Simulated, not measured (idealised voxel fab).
process module | voxel fin reveal
cross-section cut | 295 nm wide | cells 5 nm
A cross-section is a grid of square cells, given in bands from the top down. A band is one or more rows of cells.
Each band's line starts with the height of the band's top and of its bottom, in nm. Then come its materials from left to right, each with its width in nm. One material with "throughout" fills the band from edge to edge. "air" is empty space.
Height 0 is the level under which the wafer as received is all one material. The lowest band goes on downwards, as in "0 down".
A width such as "30 to 40" changes by the same amount from each row of cells to the next, from the band's top row to its bottom row.
"no change" after a step means that no cell of the cross-section changed.
closed voids: empty space of 8 cells or more with no open way to the top, each as width x height at its distance from the left edge, in nm
after a step's settings: what the simulator itself notes on the step
overlay nm, on a step with a mask: how far to the right of its planned place the mask lay; to the left if negative
plan
1 op RECEIVE | material Si
2 op CONFORMAL_DEP | material SiN | thk nm 10
3 op MASKED_ETCH | tone cover | mask id FINS | width nm 15 | pitch nm 45 | etch materials SiN | depth nm 10 | overlay nm 0
4 op MASKED_ETCH | tone cover | mask id FINS | width nm 15 | pitch nm 45 | etch materials Si | depth nm 40 | overlay nm 0
5 op OXIDIZE | depth nm 5
6 op FILL_DEP | material SiO2 | thk nm 15
7 op CMP | height nm 10
8 op SELECTIVE_ETCH | etch materials SiO2 | depth nm 25
9 op STRIP | etch materials SiN
as received, after step 1
  0 down: Si throughout
  closed voids: none
first wafer at the end, as planned
  0 to -15: air 120 | Si 5 | air 40 | Si 5 | air 125
  -15 to -45: SiO2 120 | Si 5 | SiO2 40 | Si 5 | SiO2 125
  -45 down: Si throughout
  closed voids: none
second wafer at the end: like start, like plan, one mistake
  -5 to -15: air 120 | Si 5 | air 40 | Si 5 | air 125
  -15 to -45: SiO2 120 | Si 5 | SiO2 40 | Si 5 | SiO2 125
  -45 down: Si throughout
  closed voids: none
what went wrong: step 2 was left out
at the end the second wafer has, in cells: 2 fewer of Si
